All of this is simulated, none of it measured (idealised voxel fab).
process module | voxel tone inversion
cross-section cut | 250 nm wide | cells 5 nm
A cross-section is a grid of square cells, given in bands from the top down. A band is one or more rows of cells.
Each band's line starts with the height of the band's top and of its bottom, in nm. Then come its materials from left to right, each with its width in nm. One material with "throughout" fills the band from edge to edge. "air" is empty space.
Height 0 is the level under which the wafer as received is all one material. The lowest band goes on downwards, as in "0 down".
A width such as "30 to 40" changes by the same amount from each row of cells to the next, from the band's top row to its bottom row.
"no change" after a step means that no cell of the cross-section changed.
closed voids: empty space of 8 cells or more with no open way to the top, each as width x height at its distance from the left edge, in nm
after a step's settings: what the simulator itself notes on the step
overlay nm, on a step with a mask: how far to the right of its planned place the mask lay; to the left if negative
plan
1 op RECEIVE | material Si
2 op CONFORMAL_DEP | material SiCN | thk nm 5
3 op DIRECTIONAL_DEP | material aC | thk nm 20
4 op PATTERN | tone cover | mask id POSTS | material resist | width nm 15 | pitch nm 35 | thk nm 30 | overlay nm 0
5 op DIRECTIONAL_ETCH | etch materials aC | depth nm 20
6 op STRIP | etch materials resist
7 op FILL_DEP | material lowk | thk nm 10
8 op CMP | height nm 25
9 op STRIP | etch materials aC
10 op CONFORMAL_DEP | material TiN | thk nm 5
11 op FILL_DEP | material W | thk nm 5
12 op CMP | height nm 25
13 op CONFORMAL_DEP | material SiN | thk nm 5
first wafer, as planned
as received, after step 1
  0 down: Si throughout
  closed voids: none
after step 2
  5 to 0: SiCN throughout
  below 0: unchanged
after step 3
  25 to 5: aC throughout
  below 5: unchanged
after step 4
  55 to 25: air 65 | resist 15 | air 20 | resist 15 | air 20 | resist 15 | air 20 | resist 15 | air 65
  below 25: unchanged
after step 5
  35 to 25: air 65 | resist 15 | air 20 | resist 15 | air 20 | resist 15 | air 20 | resist 15 | air 65
  25 to 5: air 65 | aC 15 | air 20 | aC 15 | air 20 | aC 15 | air 20 | aC 15 | air 65
  below 5: unchanged
after step 6
  25 to 5: air 65 | aC 15 | air 20 | aC 15 | air 20 | aC 15 | air 20 | aC 15 | air 65
  below 5: unchanged
after step 7
  35 to 25: lowk throughout
  25 to 5: lowk 65 | aC 15 | lowk 20 | aC 15 | lowk 20 | aC 15 | lowk 20 | aC 15 | lowk 65
  below 5: unchanged
after step 8
  25 to 5: lowk 65 | aC 15 | lowk 20 | aC 15 | lowk 20 | aC 15 | lowk 20 | aC 15 | lowk 65
  below 5: unchanged
after step 9
  25 to 5: lowk 65 | air 15 | lowk 20 | air 15 | lowk 20 | air 15 | lowk 20 | air 15 | lowk 65
  below 5: unchanged
after step 10
  30 to 25: TiN 70 | air 5 | TiN 30 | air 5 | TiN 30 | air 5 | TiN 30 | air 5 | TiN 70
  25 to 10: lowk 65 | TiN 5 | air 5 | TiN 5 | lowk 20 | TiN 5 | air 5 | TiN 5 | lowk 20 | TiN 5 | air 5 | TiN 5 | lowk 20 | TiN 5 | air 5 | TiN 5 | lowk 65
  10 to 5: lowk 65 | TiN 15 | lowk 20 | TiN 15 | lowk 20 | TiN 15 | lowk 20 | TiN 15 | lowk 65
  below 5: unchanged
after step 11
  35 to 30: W throughout
  30 to 25: TiN 70 | W 5 | TiN 30 | W 5 | TiN 30 | W 5 | TiN 30 | W 5 | TiN 70
  25 to 10: lowk 65 | TiN 5 | W 5 | TiN 5 | lowk 20 | TiN 5 | W 5 | TiN 5 | lowk 20 | TiN 5 | W 5 | TiN 5 | lowk 20 | TiN 5 | W 5 | TiN 5 | lowk 65
  below 10: unchanged
after step 12
  25 to 10: lowk 65 | TiN 5 | W 5 | TiN 5 | lowk 20 | TiN 5 | W 5 | TiN 5 | lowk 20 | TiN 5 | W 5 | TiN 5 | lowk 20 | TiN 5 | W 5 | TiN 5 | lowk 65
  below 10: unchanged
after step 13
  30 to 25: SiN throughout
  below 25: unchanged
second wafer: like start, like plan, one mistake. Through step 1 it matches the first wafer
when step 2 should have ended: no change
when step 3 should have ended
  20 to 0: aC throughout
  below 0: unchanged
when step 4 should have ended
  50 to 20: air 65 | resist 15 | air 20 | resist 15 | air 20 | resist 15 | air 20 | resist 15 | air 65
  below 20: unchanged
when step 5 should have ended
  30 to 20: air 65 | resist 15 | air 20 | resist 15 | air 20 | resist 15 | air 20 | resist 15 | air 65
  20 to 0: air 65 | aC 15 | air 20 | aC 15 | air 20 | aC 15 | air 20 | aC 15 | air 65
  below 0: unchanged
when step 6 should have ended
  20 to 0: air 65 | aC 15 | air 20 | aC 15 | air 20 | aC 15 | air 20 | aC 15 | air 65
  below 0: unchanged
when step 7 should have ended
  30 to 20: lowk throughout
  20 to 0: lowk 65 | aC 15 | lowk 20 | aC 15 | lowk 20 | aC 15 | lowk 20 | aC 15 | lowk 65
  below 0: unchanged
when step 8 should have ended
  25 to 20: lowk throughout
  below 20: unchanged
when step 9 should have ended: no change
when step 10 should have ended
  30 to 25: TiN throughout
  below 25: unchanged
when step 11 should have ended
  35 to 30: W throughout
  below 30: unchanged
when step 12 should have ended
  25 to 20: lowk throughout
  below 20: unchanged
when step 13 should have ended
  30 to 25: SiN throughout
  below 25: unchanged
what went wrong: step 2 was left out
at the end the second wafer has, in cells: 50 fewer of SiCN | 36 fewer of TiN | 12 fewer of W | 48 more of aC | 50 more of lowk
